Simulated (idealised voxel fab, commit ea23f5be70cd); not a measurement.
Name of the process module below: voxel spacer lines
The figure presents cross-section cut, which has a width of 300 nm and is divided into square cells with an edge length of 5 nm.
Cross-section layout: square cells on a grid; listed as bands, top to bottom; a band spans one or more cell rows.
Heads up on the band format: heights come first, top then bottom, in nm. After that it's the materials left to right, each with its width in nm. A single material flagged "throughout" fills the whole band edge to edge, and "blank" means there's empty space there.
We count height from 0. Below that, the starting wafer is all one material. The lowest band never ends at the bottom but goes on down; see "top 0, no bottom" for how that is written.
Top row gets the first number, bottom row gets the second, and each row in between changes by the same step: that is how a band width like "30->40" works.
Where the words "no modification" appear for a step, the cross-section shows no cell changed by that step; every cell remained as before.
"Entrapped void list" contains a list of empty spaces, each no smaller than 8 cells and without an open way to the top, written in the form width x height at distance with the distance from the left edge and all three in nm.
Note: text after step settings on the step line = simulator remark on that step.
overlay nm: mask offset rightward from planned place, masked step; negative means leftward offset.

List of planned process steps:
1 RECEIVE,material Si
2 CONFORMAL_DEP,material SiO2,thk nm 10
3 DIRECTIONAL_DEP,material polySi,thk nm 15
4 DIRECTIONAL_DEP,material aC,thk nm 25
5 PATTERN,tone cover,mask id MANDREL,material resist,width nm 15,pitch nm 50,thk nm 30,overlay nm 0
6 DIRECTIONAL_ETCH,etch materials aC,depth nm 25
7 STRIP,etch materials resist
8 CONFORMAL_DEP,material SiN,thk nm 10
9 DIRECTIONAL_ETCH,etch materials SiN,depth nm 10
10 STRIP,etch materials aC
11 DIRECTIONAL_ETCH,etch materials polySi,depth nm 15
12 STRIP,etch materials SiN
13 FILL_DEP,material lowk,thk nm 5
14 CMP,height nm 25

Wafer as received: cross-section following step 1:
	top 0, no bottom | Si throughout
	Entrapped void list: none

Looking at the first of two wafers in cross-section at end of module - ran to plan:
	top 25, bottom 10 | 105 nm lowk | 10 nm polySi | 15 nm lowk | 10 nm polySi | 15 nm lowk | 10 nm polySi | 15 nm lowk | 10 nm polySi | 110 nm lowk
	top 10, bottom 0 | SiO2 throughout
	top 0, no bottom | Si throughout
	Entrapped void list: none

Cross-section at end of module for the second wafer of two, which matched the first in starting point and plan and differed by one mistake in its processing:
	top 25, bottom 20 | lowk throughout
	top 20, bottom 5 | 105 nm lowk | 10 nm polySi | 15 nm lowk | 10 nm polySi | 15 nm lowk | 10 nm polySi | 15 nm lowk | 10 nm polySi | 110 nm lowk
	top 5, bottom 0 | SiO2 throughout
	top 0, no bottom | Si throughout
	Entrapped void list: none
What broke from the plan during processing? in deviation from the planned setting, step 2 was conducted as CONFORMAL_DEP,material SiO2,thk nm 5
It is noted that, at the conclusion of processing, the second wafer exhibits a higher or lower cell count for certain materials relative to the first: -60 SiO2; +60 lowk
